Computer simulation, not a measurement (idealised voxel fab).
voxel spacer lines: a process module
Square cells of 5 nm make up the cross-section cut, whose width is 300 nm.
Cross-sections here: square-cell grids, written as top-down lists of bands, a band being one or more rows of cells.
In this notation a band is specified by the heights of its top and bottom, in that order and in nm, after which its materials appear from left to right, each paired with its width in nm. The word "full width" attached to a single material means that material fills the band from edge to edge; the word "air" stands for empty space.
Basically, 0 is our baseline, since under it the wafer straight out of the box is all one material. The bottom band has no lower end and keeps on going down, so it looks like "from 0 down".
Graded width ("30->40"): value in top row of band = first number; value in bottom row = second number; row-to-row change constant.
It should be understood that the words "nothing different", when stated for a given step, signify that the cross-section underwent no change in any of its cells during that step.
For the entry "Enclosed empty spaces", the listed items are empty spaces with no open way to the top whose size is 8 cells or more; each item follows the pattern width x height at distance, where distance is from the left edge and all three are in nm.
Past the settings on a step's line: simulator remark, on that step.
overlay nm: mask right of planned place by this much (step with mask). Neg. = left.
Steps in the process plan
1,op RECEIVE | material Si
2,op CONFORMAL_DEP | material Al2O3 | thk nm 5
3,op DIRECTIONAL_DEP | material polySi | thk nm 10
4,op DIRECTIONAL_DEP | material aC | thk nm 25
5,op PATTERN | tone cover | mask id MANDREL | material resist | width nm 15 | pitch nm 60 | thk nm 30 | overlay nm 0
6,op DIRECTIONAL_ETCH | etch materials aC | depth nm 25
7,op STRIP | etch materials resist
8,op CONFORMAL_DEP | material SiN | thk nm 15
9,op DIRECTIONAL_ETCH | etch materials SiN | depth nm 15
10,op STRIP | etch materials aC
11,op DIRECTIONAL_ETCH | etch materials polySi | depth nm 10
12,op STRIP | etch materials SiN
13,op FILL_DEP | material lowk | thk nm 10
14,op CMP | height nm 15
Shown in cross-section is the wafer as received, that is, as it stands after step 1
* from 0 down | Si full width
* Enclosed empty spaces: none
The module was run from the start shown above using the plan shown above, but one mistake was made doing it; the resulting wafer cross-section is below
* from 15 to 5 | 100 lowk, 15 polySi, 15 lowk, 15 polySi, 15 lowk, 15 polySi, 15 lowk, 15 polySi, 95 lowk
* from 5 to 0 | Al2O3 full width
* from 0 down | Si full width
* Enclosed empty spaces: none
Where did the run depart from the plan? the process deviated at step 5: the operation and settings actually run there were op PATTERN | tone cover | mask id MANDREL | material resist | width nm 15 | pitch nm 60 | thk nm 30 | overlay nm 5
